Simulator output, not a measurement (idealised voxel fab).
A process module follows: voxel self aligned contacts.
Pictured: cross-section cut, 250 nm wide, on a grid of 5 nm square cells.
If you're reading a cross-section in this doc, picture square cells in a grid; it comes to you as bands, top ones listed first down to the bottom, and a band can be one or more rows of cells.
A band entry consists of two parts. The first gives the height of the band's top and the height of its bottom, in nm. The rest lists the band's materials from left to right, each with its width in nm. A single material labelled with the word "edge to edge" fills the band from edge to edge, and the word "air" marks empty space.
Basically, 0 is our baseline, since under it the wafer straight out of the box is all one material. The bottom band has no lower end and keeps on going down, so it looks like "0 down".
Width spec "30..40" -> top row of cells at first value, bottom row at second value, equal per-row change in between.
"no modifications" means the step left every cell of the cross-section as it was.
The label "Entrapped void list" introduces a list of the empty spaces, 8 cells or larger, that have no open way up to the top; each entry in it reads width x height at distance, where the distance is taken from the left edge and all three are stated in nm.
Formally, on a step line, whatever follows the settings is a remark that the simulator itself makes on the step.
The setting "overlay nm" may be written on the line of a step. When the step uses a mask, the value reports how far to the right of the planned place the mask lay, and a negative value reports that it lay to the left.

## Here's what the planned process steps look like
1: RECEIVE (material Si)
2: OXIDIZE (depth nm 5)
3: DIRECTIONAL_DEP (material polySi; thk nm 25)
4: DIRECTIONAL_DEP (material SiN; thk nm 25)
5: DIRECTIONAL_DEP (material aC; thk nm 15)
6: PATTERN (tone cover; mask id GATE; material resist; width nm 35; pitch nm 75; thk nm 35; overlay nm 0)
7: DIRECTIONAL_ETCH (etch materials aC; depth nm 15)
8: STRIP (etch materials resist)
9: DIRECTIONAL_ETCH (etch materials SiN; depth nm 25)
10: DIRECTIONAL_ETCH (etch materials polySi; depth nm 25)
11: STRIP (etch materials aC)
12: CONFORMAL_DEP (material SiN; thk nm 10)
13: DIRECTIONAL_ETCH (etch materials SiN; depth nm 10)
14: FILL_DEP (material SiO2; thk nm 15)
15: CMP (height nm 55)
16: MASKED_ETCH (tone open; mask id CONTACT; width nm 60; etch materials SiO2; depth nm 60; overlay nm 0)
17: CONFORMAL_DEP (material TiN; thk nm 5)
18: FILL_DEP (material Ru; thk nm 5)
19: CMP (height nm 55)
20: CONFORMAL_DEP (material SiN; thk nm 5)

## As-received wafer cross-section (after step 1)
> 0 down = Si edge to edge
> Entrapped void list: none

## Final wafer profile in cross-section after the module, from the same start and plan as above, with one mistake made during processing
> 60 to 55 = SiN edge to edge
> 55 to 45 = SiO2=95, then TiN=5..20, then Ru=50..20, then TiN=5..20, then SiO2=95
> 45 to 25 = SiO2=65, then SiN=45, then TiN=5, then Ru=20, then TiN=5, then SiN=45, then SiO2=65
> 25 to 0 = SiO2=65, then SiN=5, then polySi=35, then SiN=5, then TiN=5, then Ru=20, then TiN=5, then SiN=5, then polySi=35, then SiN=5, then SiO2=65
> 0 to -5 = SiO2=110, then TiN=30, then SiO2=110
> -5 down = Si edge to edge
> Entrapped void list: none
Plan not followed: step 12 did not use the planned setting and instead ran as CONFORMAL_DEP (material SiN; thk nm 5)
